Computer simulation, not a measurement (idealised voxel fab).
process module | voxel trench capacitor
cross-section cut | 245 nm wide | cells 5 nm
A cross-section is a grid of square cells, given in bands from the top down. A band is one or more rows of cells.
Each band's line starts with the height of the band's top and of its bottom, in nm. Then come its materials from left to right, each with its width in nm. One material with "throughout" fills the band from edge to edge. "air" is empty space.
Height 0 is the level under which the wafer as received is all one material. The lowest band goes on downwards, as in "0 down".
A width such as "30 to 40" changes by the same amount from each row of cells to the next, from the band's top row to its bottom row.
"no change" after a step means that no cell of the cross-section changed.
closed voids: empty space of 8 cells or more with no open way to the top, each as width x height at its distance from the left edge, in nm
after a step's settings: what the simulator itself notes on the step
overlay nm, on a step with a mask: how far to the right of its planned place the mask lay; to the left if negative
plan
1 op RECEIVE | material Si
2 op CONFORMAL_DEP | material SiN | thk nm 5
3 op DIRECTIONAL_DEP | material aC | thk nm 15
4 op PATTERN | tone open | mask id TRENCH | material resist | width nm 15 | pitch nm 35 | thk nm 35 | overlay nm 0
5 op DIRECTIONAL_ETCH | etch materials aC | depth nm 15
6 op STRIP | etch materials resist
7 op DIRECTIONAL_ETCH | etch materials SiN | depth nm 5
8 op DIRECTIONAL_ETCH | etch materials Si | depth nm 35
9 op STRIP | etch materials aC
10 op CONFORMAL_DEP | material SiO2 | thk nm 5
11 op FILL_DEP | material polySi | thk nm 10
12 op CMP | height nm 5
first wafer, as planned
as received, after step 1
  0 down: Si throughout
  closed voids: none
after step 2
  5 to 0: SiN throughout
  below 0: unchanged
after step 3
  20 to 5: aC throughout
  below 5: unchanged
after step 4
  55 to 20: resist 95 | air 15 | resist 20 | air 15 | resist 100
  below 20: unchanged
after step 5
  40 to 20: resist 95 | air 15 | resist 20 | air 15 | resist 100
  20 to 5: aC 95 | air 15 | aC 20 | air 15 | aC 100
  below 5: unchanged
after step 6
  20 to 5: aC 95 | air 15 | aC 20 | air 15 | aC 100
  below 5: unchanged
after step 7
  20 to 5: aC 95 | air 15 | aC 20 | air 15 | aC 100
  5 to 0: SiN 95 | air 15 | SiN 20 | air 15 | SiN 100
  below 0: unchanged
after step 8
  20 to 5: aC 95 | air 15 | aC 20 | air 15 | aC 100
  5 to 0: SiN 95 | air 15 | SiN 20 | air 15 | SiN 100
  0 to -35: Si 95 | air 15 | Si 20 | air 15 | Si 100
  below -35: unchanged
after step 9
  5 to 0: SiN 95 | air 15 | SiN 20 | air 15 | SiN 100
  below 0: unchanged
after step 10
  10 to 5: SiO2 100 | air 5 | SiO2 30 | air 5 | SiO2 105
  5 to 0: SiN 95 | SiO2 5 | air 5 | SiO2 5 | SiN 20 | SiO2 5 | air 5 | SiO2 5 | SiN 100
  0 to -30: Si 95 | SiO2 5 | air 5 | SiO2 5 | Si 20 | SiO2 5 | air 5 | SiO2 5 | Si 100
  -30 to -35: Si 95 | SiO2 15 | Si 20 | SiO2 15 | Si 100
  below -35: unchanged
after step 11
  20 to 10: polySi throughout
  10 to 5: SiO2 100 | polySi 5 | SiO2 30 | polySi 5 | SiO2 105
  5 to 0: SiN 95 | SiO2 5 | polySi 5 | SiO2 5 | SiN 20 | SiO2 5 | polySi 5 | SiO2 5 | SiN 100
  0 to -30: Si 95 | SiO2 5 | polySi 5 | SiO2 5 | Si 20 | SiO2 5 | polySi 5 | SiO2 5 | Si 100
  below -30: unchanged
after step 12
  5 to 0: SiN 95 | SiO2 5 | polySi 5 | SiO2 5 | SiN 20 | SiO2 5 | polySi 5 | SiO2 5 | SiN 100
  below 0: unchanged
second wafer: like start, like plan, one mistake. Through step 11 it matches the first wafer
when step 12 should have ended: no change
what went wrong: step 12 was left out
at the end the second wafer has, in cells: 47 more of SiO2 | 100 more of polySi
